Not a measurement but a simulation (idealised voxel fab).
process module | voxel transistor to metal
cross-section cut | 290 nm wide | cells 5 nm
A cross-section is a grid of square cells, given in bands from the top down. A band is one or more rows of cells.
Each band's line starts with the height of the band's top and of its bottom, in nm. Then come its materials from left to right, each with its width in nm. One material with "throughout" fills the band from edge to edge. "air" is empty space.
Height 0 is the level under which the wafer as received is all one material. The lowest band goes on downwards, as in "0 down".
A width such as "30 to 40" changes by the same amount from each row of cells to the next, from the band's top row to its bottom row.
"no change" after a step means that no cell of the cross-section changed.
closed voids: empty space of 8 cells or more with no open way to the top, each as width x height at its distance from the left edge, in nm
after a step's settings: what the simulator itself notes on the step
overlay nm, on a step with a mask: how far to the right of its planned place the mask lay; to the left if negative
plan
1 op RECEIVE | material Si
2 op OXIDIZE | depth nm 5
3 op CONFORMAL_DEP | material SiN | thk nm 15
4 op DIRECTIONAL_DEP | material aC | thk nm 10
5 op PATTERN | tone cover | mask id ACTIVE | material resist | width nm 115 | pitch nm 145 | thk nm 25 | overlay nm 0
6 op DIRECTIONAL_ETCH | etch materials aC | depth nm 10
7 op STRIP | etch materials resist
8 op DIRECTIONAL_ETCH | etch materials SiN | depth nm 15
9 op DIRECTIONAL_ETCH | etch materials SiO2 | depth nm 5
10 op DIRECTIONAL_ETCH | etch materials Si | depth nm 35
11 op STRIP | etch materials aC
12 op FILL_DEP | material SiO2 | thk nm 15
13 op CMP | height nm 15
14 op SELECTIVE_ETCH | etch materials SiO2 | depth nm 10
15 op STRIP | etch materials SiN
16 op SELECTIVE_ETCH | etch materials SiO2 | depth nm 5
17 op OXIDIZE | depth nm 5
18 op DIRECTIONAL_DEP | material polySi | thk nm 20
19 op DIRECTIONAL_DEP | material SiCN | thk nm 10
20 op DIRECTIONAL_DEP | material aC | thk nm 15
21 op PATTERN | tone cover | mask id GATE | material resist | width nm 35 | pitch nm 145 | thk nm 30 | overlay nm 0
22 op DIRECTIONAL_ETCH | etch materials aC | depth nm 15
23 op STRIP | etch materials resist
24 op DIRECTIONAL_ETCH | etch materials SiCN | depth nm 20
25 op DIRECTIONAL_ETCH | etch materials polySi | depth nm 30
26 op STRIP | etch materials aC
27 op CONFORMAL_DEP | material SiO2 | thk nm 5
28 op DIRECTIONAL_ETCH | etch materials SiO2 | depth nm 5
29 op CONFORMAL_DEP | material SiN | thk nm 5
30 op DIRECTIONAL_ETCH | etch materials SiN | depth nm 5
31 op DIRECTIONAL_ETCH | etch materials SiO2 | depth nm 5
32 op DIRECTIONAL_ETCH | etch materials Si | depth nm 10
33 op EPI | material SiGe | thk nm 10
34 op FILL_DEP | material SiO2 | thk nm 10
35 op CMP | height nm 15
36 op STRIP | etch materials polySi
37 op SELECTIVE_ETCH | etch materials SiO2 | depth nm 5
38 op CONFORMAL_DEP | material HfO2 | thk nm 5
39 op CONFORMAL_DEP | material TiN | thk nm 5
40 op FILL_DEP | material W | thk nm 5
41 op CMP | height nm 10
42 op DIRECTIONAL_DEP | material SiO2 | thk nm 10
43 op PATTERN | tone open | mask id CONTACT | material resist | width nm 20 | thk nm 20 | overlay nm 0
44 op DIRECTIONAL_ETCH | etch materials SiO2 | depth nm 30
45 op STRIP | etch materials resist
46 op CONFORMAL_DEP | material TiN | thk nm 5
47 op FILL_DEP | material Ru | thk nm 10
48 op CMP | height nm 20
49 op DIRECTIONAL_DEP | material TiN | thk nm 5
50 op DIRECTIONAL_DEP | material W | thk nm 25
51 op PATTERN | tone cover | mask id METAL_1 | material resist | width nm 20 | thk nm 15 | overlay nm 0
52 op DIRECTIONAL_ETCH | etch materials W | depth nm 25
53 op DIRECTIONAL_ETCH | etch materials TiN | depth nm 5
54 op STRIP | etch materials resist
55 op FILL_DEP | material lowk | thk nm 10
56 op CMP | height nm 50
57 op CONFORMAL_DEP | material SiCN | thk nm 5
58 op DIRECTIONAL_DEP | material SiO2 | thk nm 30
59 op MASKED_ETCH | tone open | mask id METAL_2 | width nm 20 | pitch nm 145 | etch materials SiO2 | depth nm 15 | overlay nm 0
60 op MASKED_ETCH | tone open | mask id METAL_2_HOLES | width nm 15 | pitch nm 145 | etch materials SiO2 | depth nm 15 | overlay nm 0
61 op MASKED_ETCH | tone open | mask id METAL_2_HOLES | width nm 15 | pitch nm 145 | etch materials SiCN | depth nm 5 | overlay nm 0
62 op CONFORMAL_DEP | material TiN | thk nm 5
63 op FILL_DEP | material Cu | thk nm 10
64 op CMP | height nm 85
65 op CONFORMAL_DEP | material SiN | thk nm 5
as received, after step 1
  0 down: Si throughout
  closed voids: none
a wafer at the end: this start, this plan, one mistake
  90 to 85: SiN throughout
  85 to 75: SiO2 20 | TiN 5 | Cu 10 | TiN 5 | SiO2 125 | TiN 5 | Cu 10 | TiN 5 | SiO2 105
  75 to 70: SiO2 20 | TiN 5 | Cu 5 | TiN 10 | SiO2 125 | TiN 5 | Cu 5 | TiN 10 | SiO2 105
  70 to 55: SiO2 20 | TiN 5 | Cu 5 | TiN 5 | SiO2 130 | TiN 5 | Cu 5 | TiN 5 | SiO2 110
  55 to 50: SiCN 20 | TiN 15 | SiCN 130 | TiN 15 | SiCN 110
  50 to 25: lowk 15 | W 30 | lowk 55 | W 30 | lowk 30 | W 30 | lowk 55 | W 30 | lowk 15
  25 to 20: lowk 15 | TiN 30 | lowk 55 | TiN 30 | lowk 30 | TiN 30 | lowk 55 | TiN 30 | lowk 15
  20 to 10: SiO2 20 | TiN 5 | Ru 10 | TiN 5 | SiO2 65 | TiN 5 | Ru 10 | TiN 5 | SiO2 40 | TiN 5 | Ru 10 | TiN 5 | SiO2 65 | TiN 5 | Ru 10 | TiN 5 | SiO2 20
  10 to 5: SiO2 20 | TiN 5 | Ru 10 | TiN 5 | SiO2 5 | SiN 5 | HfO2 5 | TiN 5 | W 25 | TiN 5 | HfO2 5 | SiN 5 | SiO2 5 | TiN 5 | Ru 10 | TiN 5 | SiO2 40 | TiN 5 | Ru 10 | TiN 5 | SiO2 5 | SiN 5 | HfO2 5 | TiN 5 | W 25 | TiN 5 | HfO2 5 | SiN 5 | SiO2 5 | TiN 5 | Ru 10 | TiN 5 | SiO2 20
  5 to 0: SiO2 20 | TiN 20 | SiO2 5 | SiN 5 | HfO2 5 | TiN 5 | W 25 | TiN 5 | HfO2 5 | SiN 5 | SiO2 5 | TiN 20 | SiO2 40 | TiN 20 | SiO2 5 | SiN 5 | HfO2 5 | TiN 5 | W 25 | TiN 5 | HfO2 5 | SiN 5 | SiO2 5 | TiN 20 | SiO2 20
  0 to -5: SiO2 15 | SiN 5 | SiGe 10 | TiN 5 | SiGe 10 | SiN 5 | HfO2 5 | TiN 35 | HfO2 5 | SiN 5 | SiGe 10 | TiN 5 | SiGe 10 | SiN 5 | SiO2 30 | SiN 5 | SiGe 10 | TiN 5 | SiGe 10 | SiN 5 | HfO2 5 | TiN 35 | HfO2 5 | SiN 5 | SiGe 10 | TiN 5 | SiGe 10 | SiN 5 | SiO2 15
  -5 to -10: SiO2 20 | SiGe 10 | TiN 5 | SiGe 10 | SiO2 5 | HfO2 45 | SiO2 5 | SiGe 10 | TiN 5 | SiGe 10 | SiO2 40 | SiGe 10 | TiN 5 | SiGe 10 | SiO2 5 | HfO2 45 | SiO2 5 | SiGe 10 | TiN 5 | SiGe 10 | SiO2 20
  -10 to -20: SiO2 15 | Si 5 | SiGe 25 | Si 55 | SiGe 25 | Si 5 | SiO2 30 | Si 5 | SiGe 25 | Si 55 | SiGe 25 | Si 5 | SiO2 15
  -20 to -40: SiO2 15 | Si 115 | SiO2 30 | Si 115 | SiO2 15
  -40 down: Si throughout
  closed voids: none
what went wrong: step 51 ran as: op PATTERN | tone cover | mask id METAL_1 | material resist | width nm 30 | thk nm 15 | overlay nm 0
